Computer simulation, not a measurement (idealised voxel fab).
You're looking at the process module voxel ribs on slabs.
The figure presents cross-section cut, which has a width of 280 nm and is divided into square cells with an edge length of 5 nm.
Throughout this document, each cross-section is represented as a grid of square cells and is presented as a sequence of bands enumerated from the top downward, where a band comprises one or more rows of cells. The band entry comprises the height of the band's top followed by the height of its bottom, expressed in nm, and subsequently the band's materials from left to right, each stated together with its width in nm. Where a single material is marked with the word "throughout", that material fills the band from edge to edge. The word "blank" represents empty space. Counting heights begins at 0, where everything beneath is, in the wafer as received, one material. The lowest band has no bottom; it goes on downwards, as "top 0, no bottom" shows. With a width like "30 to 40", each row of cells in the band differs from the next by the same amount, the top row carrying the first number and the bottom row the second. What does "no modifications" mean for a step? It means no cell of the cross-section changed in that step. Enclosed voids (no open way to top), threshold 8 cells or more, entry "Voids, fully enclosed", notation width x height at distance, distance from left edge, nm. Past the settings on a step's line: simulator remark, on that step. overlay nm: how far to the right of its planned place the mask lay on this masked step (negative: to the left).

Process steps foreseen in the plan:
1 RECEIVE | material Si
2 DIRECTIONAL_DEP | material SiO2 | thk nm 20
3 DIRECTIONAL_DEP | material SiN | thk nm 15
4 PATTERN | tone cover | mask id RIB | material resist | width nm 15 | thk nm 15 | overlay nm 0
5 DIRECTIONAL_ETCH | etch materials SiN | depth nm 5
6 STRIP | etch materials resist
7 DIRECTIONAL_DEP | material aC | thk nm 10
8 PATTERN | tone cover | mask id SLAB | material resist | width nm 65 | thk nm 25 | overlay nm 0
9 DIRECTIONAL_ETCH | etch materials aC | depth nm 10
10 STRIP | etch materials resist
11 DIRECTIONAL_ETCH | etch materials SiN | depth nm 10
12 STRIP | etch materials aC
13 FILL_DEP | material SiO2 | thk nm 15
14 CMP | height nm 45
15 DIRECTIONAL_DEP | material W | thk nm 5
16 PATTERN | tone cover | mask id HEATER | material resist | width nm 25 | thk nm 20 | overlay nm 0
17 DIRECTIONAL_ETCH | etch materials W | depth nm 5
18 STRIP | etch materials resist
19 CONFORMAL_DEP | material SiO2 | thk nm 5

As received (post step 1): cross-section:
- top 0, no bottom  Si throughout
- Voids, fully enclosed: none

The plan above was carried out on the starting structure above with one mistake, and this cross-section shows the wafer at the end of the module:
- top 55, bottom 50  120 of blank, then 35 of SiO2, then 125 of blank
- top 50, bottom 45  125 of SiO2, then 25 of W, then 130 of SiO2
- top 45, bottom 30  SiO2 throughout
- top 30, bottom 25  130 of SiO2, then 15 of SiN, then 135 of SiO2
- top 25, bottom 15  105 of SiO2, then 65 of SiN, then 110 of SiO2
- top 15, bottom 0  SiO2 throughout
- top 0, no bottom  Si throughout
- Voids, fully enclosed: none
What was done differently from what was planned? step 2 was not run as planned; what actually ran was DIRECTIONAL_DEP | material SiO2 | thk nm 15
